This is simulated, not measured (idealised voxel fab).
process module | voxel fin reveal
cross-section cut | 210 nm wide | cells 5 nm
A cross-section is a grid of square cells, given in bands from the top down. A band is one or more rows of cells.
Each band's line starts with the height of the band's top and of its bottom, in nm. Then come its materials from left to right, each with its width in nm. One material with "throughout" fills the band from edge to edge. "air" is empty space.
Height 0 is the level under which the wafer as received is all one material. The lowest band goes on downwards, as in "0 down".
A width such as "30 to 40" changes by the same amount from each row of cells to the next, from the band's top row to its bottom row.
"no change" after a step means that no cell of the cross-section changed.
closed voids: empty space of 8 cells or more with no open way to the top, each as width x height at its distance from the left edge, in nm
after a step's settings: what the simulator itself notes on the step
overlay nm, on a step with a mask: how far to the right of its planned place the mask lay; to the left if negative
plan
1 op RECEIVE | material Si
2 op CONFORMAL_DEP | material SiN | thk nm 10
3 op PATTERN | tone cover | mask id FINS | material resist | width nm 15 | pitch nm 40 | thk nm 20 | overlay nm 0
4 op DIRECTIONAL_ETCH | etch materials SiN | depth nm 10
5 op DIRECTIONAL_ETCH | etch materials Si | depth nm 40
6 op STRIP | etch materials resist
7 op OXIDIZE | depth nm 5
8 op FILL_DEP | material SiO2 | thk nm 5
9 op CMP | height nm 10
10 op SELECTIVE_ETCH | etch materials SiO2 | depth nm 20
11 op STRIP | etch materials SiN
12 op CONFORMAL_DEP | material HfO2 | thk nm 5
varied across the wafers: width nm of step 3. The plan shows the first wafer's value. All wafers start alike
first wafer as received, after step 1
  0 down: Si throughout
  closed voids: none
each wafer at the end: cells of each material gained (+) or lost (-) since it was received, then its closed voids
width nm 15 | +54 HfO2 | -351 Si | +273 SiO2 | closed voids: none
width nm 20 | +54 HfO2 | -324 Si | +252 SiO2 | closed voids: none
width nm 25 | +54 HfO2 | -297 Si | +231 SiO2 | closed voids: none
